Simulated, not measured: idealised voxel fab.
Process module name: voxel ribs on slabs
270 nm wide, 5 nm square cells: that's cross-section cut.
Cross-section = grid of square cells, listed top down in bands; band = one or more rows.
Read a band's entry like this: the first values are the height of its top and the height of its bottom in nm, and what follows is the sequence of materials from left to right, each with its width in nm. Note that "air" is empty space, and that a single material marked "full width" reaches across the band from edge to edge.
The reference from which all heights are counted is 0, the level beneath which the as-received wafer is entirely one material; the lowest band, having no lower bound, proceeds downward and is written after the example "0..down".
The width entry "30->40" should be interpreted row by row: the top row of cells in the band takes the first number, the bottom row takes the second number, and the change between adjacent rows is uniform throughout.
The designation "remained the same", where it is given for a processing step, indicates that no cell of the cross-section was altered in the course of that step.
What "Closed internal cavities" gives you is every empty space of 8 cells or more that is cut off from the top. Each appears as width x height at distance, with the distance taken from the left edge and width, height and distance all in nm.
That trailing text on a step's line, after the settings, is the simulator's own remark on the step.
The "overlay nm" setting may appear on a step's line; for a step that uses a mask, it gives how far to the right of its planned position the mask lay, and a negative value indicates the left.

-- Process steps (planned)
- 1: RECEIVE (material Si)
- 2: DIRECTIONAL_DEP (material SiO2; thk nm 25)
- 3: DIRECTIONAL_DEP (material polySi; thk nm 25)
- 4: DIRECTIONAL_DEP (material aC; thk nm 15)
- 5: PATTERN (tone cover; mask id RIB; material resist; width nm 20; thk nm 30; overlay nm 0)
- 6: DIRECTIONAL_ETCH (etch materials aC; depth nm 15)
- 7: STRIP (etch materials resist)
- 8: DIRECTIONAL_ETCH (etch materials polySi; depth nm 15)
- 9: STRIP (etch materials aC)
- 10: MASKED_ETCH (tone cover; mask id SLAB; width nm 70; etch materials polySi; depth nm 10; overlay nm 0)
- 11: FILL_DEP (material SiO2; thk nm 30)
- 12: CMP (height nm 70)
- 13: DIRECTIONAL_DEP (material TiN; thk nm 10)
- 14: MASKED_ETCH (tone cover; mask id HEATER; width nm 30; etch materials TiN; depth nm 10; overlay nm 0)
- 15: CONFORMAL_DEP (material SiO2; thk nm 10)

-- Wafer cross-section on receipt, i.e. after step 1
  0..down: Si full width
  Closed internal cavities: none

-- End-of-module XS, first of two wafers, run as planned
  90..80: 110 of air / 50 of SiO2 / 110 of air
  80..70: 120 of SiO2 / 30 of TiN / 120 of SiO2
  70..50: SiO2 full width
  50..35: 125 of SiO2 / 20 of polySi / 125 of SiO2
  35..25: 100 of SiO2 / 70 of polySi / 100 of SiO2
  25..0: SiO2 full width
  0..down: Si full width
  Closed internal cavities: none

-- End of module, second wafer, cross-section. Started like the first, planned like the first, run with one mistake
  90..80: 110 of air / 50 of SiO2 / 110 of air
  80..70: 120 of SiO2 / 30 of TiN / 120 of SiO2
  70..50: SiO2 full width
  50..40: 100 of SiO2 / 25 of polySi / 20 of SiO2 / 25 of polySi / 100 of SiO2
  40..35: 125 of polySi / 20 of SiO2 / 125 of polySi
  35..25: polySi full width
  25..0: SiO2 full width
  0..down: Si full width
  Closed internal cavities: none
In executing the process, a mistake was made relative to the plan: it should be noted that step 5 was executed with settings other than those planned, the operation and settings actually applied being PATTERN (tone open; mask id RIB; material resist; width nm 20; thk nm 30; overlay nm 0)
Wrapping up, a cell-based count of both wafers puts the second over or under the first for these materials: 138 fewer of SiO2 | 138 more of polySi
